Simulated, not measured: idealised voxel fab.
Title: Process Module voxel air gaps
Section cut is 170 nm wide and gridded with 5 nm square cells.
Notation: cross-section as square-cell grid; stated in bands, top first, going down; one or more cell rows per band. First you get the band's top height and its bottom height, in nm, and then the materials it's made of, left to right, with each width in nm. If you see a single material with "everywhere", that one covers the band edge to edge. "blank" is empty space. Note: height 0 marks the level under which the wafer is uniformly one material as received. Lowest band unbounded below, written "0..down". Width "30 to 40": first value at the band's top row of cells, second value at its bottom row, equal change from row to row. When a step is marked "everything unchanged", none of the cells in the cross-section changed during that step. Empty spaces counting at least 8 cells and having no open way to the top are listed in "Fully closed voids". The notation width x height at distance is used for each, the distance being from the left edge and all three values in nm. Heads up: the bit after the settings on a step's line is the simulator's remark on that step. "overlay nm" answers the question of how far to the right of plan the mask lay on a step that has a mask, and when it is negative the answer is to the left.
**plan**
1: op RECEIVE | material Si
2: op CONFORMAL_DEP | material SiO2 | thk nm 10
3: op CONFORMAL_DEP | material SiN | thk nm 5
4: op DIRECTIONAL_DEP | material lowk | thk nm 40
5: op DIRECTIONAL_DEP | material aC | thk nm 10
6: op PATTERN | tone open | mask id LINES | material resist | width nm 15 | pitch nm 45 | thk nm 25 | overlay nm 0
7: op DIRECTIONAL_ETCH | etch materials aC | depth nm 10
8: op STRIP | etch materials resist
9: op DIRECTIONAL_ETCH | etch materials lowk | depth nm 40
10: op STRIP | etch materials aC
11: op CONFORMAL_DEP | material TiN | thk nm 5
12: op FILL_DEP | material Ru | thk nm 10
13: op CMP | height nm 55
14: op EPI | material Ru | thk nm 10
15: op SELECTIVE_ETCH | etch materials lowk | depth nm 50
16: op CONFORMAL_DEP | material SiCN | thk nm 5
The wafers in this document start out alike and differ in the width nm applied at step 6; the plan shows the value used for the first wafer.
**Here's the first of the wafers in cross-section, just as we got it, i.e. after step 1**
	0..down  Si everywhere
	Fully closed voids: none
**Last step of the module is step 16; after it, the first of several wafers in cross-section**
	70..65  20 of blank / 135 of SiCN / 15 of blank
	65..55  20 of blank / 5 of SiCN / 35 of Ru / 10 of SiCN / 35 of Ru / 10 of SiCN / 35 of Ru / 5 of SiCN / 15 of blank
	55..50  20 of blank / 15 of SiCN / 5 of TiN / 5 of Ru / 5 of TiN / 30 of SiCN / 5 of TiN / 5 of Ru / 5 of TiN / 30 of SiCN / 5 of TiN / 5 of Ru / 5 of TiN / 15 of SiCN / 15 of blank
	50..20  30 of blank / 5 of SiCN / 5 of TiN / 5 of Ru / 5 of TiN / 5 of SiCN / 20 of blank / 5 of SiCN / 5 of TiN / 5 of Ru / 5 of TiN / 5 of SiCN / 20 of blank / 5 of SiCN / 5 of TiN / 5 of Ru / 5 of TiN / 5 of SiCN / 25 of blank
	20..15  35 of SiCN / 15 of TiN / 30 of SiCN / 15 of TiN / 30 of SiCN / 15 of TiN / 30 of SiCN
	15..10  SiN everywhere
	10..0  SiO2 everywhere
	0..down  Si everywhere
	Fully closed voids: 20 x 30 at 55; 20 x 30 at 100
**Last-wafer cross-section at the end of the module**
	70..65  10 of blank / 150 of SiCN / 10 of blank
	65..55  10 of blank / 5 of SiCN / 140 of Ru / 5 of SiCN / 10 of blank
	55..50  10 of blank / 15 of SiCN / 5 of TiN / 20 of Ru / 5 of TiN / 15 of lowk / 5 of TiN / 20 of Ru / 5 of TiN / 15 of lowk / 5 of TiN / 20 of Ru / 5 of TiN / 15 of SiCN / 10 of blank
	50..20  20 of blank / 5 of SiCN / 5 of TiN / 20 of Ru / 5 of TiN / 15 of lowk / 5 of TiN / 20 of Ru / 5 of TiN / 15 of lowk / 5 of TiN / 20 of Ru / 5 of TiN / 5 of SiCN / 20 of blank
	20..15  25 of SiCN / 30 of TiN / 15 of lowk / 30 of TiN / 15 of lowk / 30 of TiN / 25 of SiCN
	15..10  SiN everywhere
	10..0  SiO2 everywhere
	0..down  Si everywhere
	Fully closed voids: none
**The following table contains a row per wafer, in which are reported, at the conclusion of the module, the cells of each material gained (+) or lost (-) since the wafer's receipt, with its closed voids given thereafter**
width nm 15 | +63 Ru | +118 SiCN | +34 SiN | +68 SiO2 | +51 TiN | Fully closed voids: 20 x 30 at 55; 20 x 30 at 100
width nm 20 | +90 Ru | +110 SiCN | +34 SiN | +68 SiO2 | +54 TiN | Fully closed voids: 15 x 30 at 55; 15 x 30 at 100
width nm 25 | +117 Ru | +62 SiCN | +34 SiN | +68 SiO2 | +57 TiN | +64 lowk | Fully closed voids: none
width nm 30 | +140 Ru | +62 SiCN | +34 SiN | +68 SiO2 | +60 TiN | +48 lowk | Fully closed voids: none
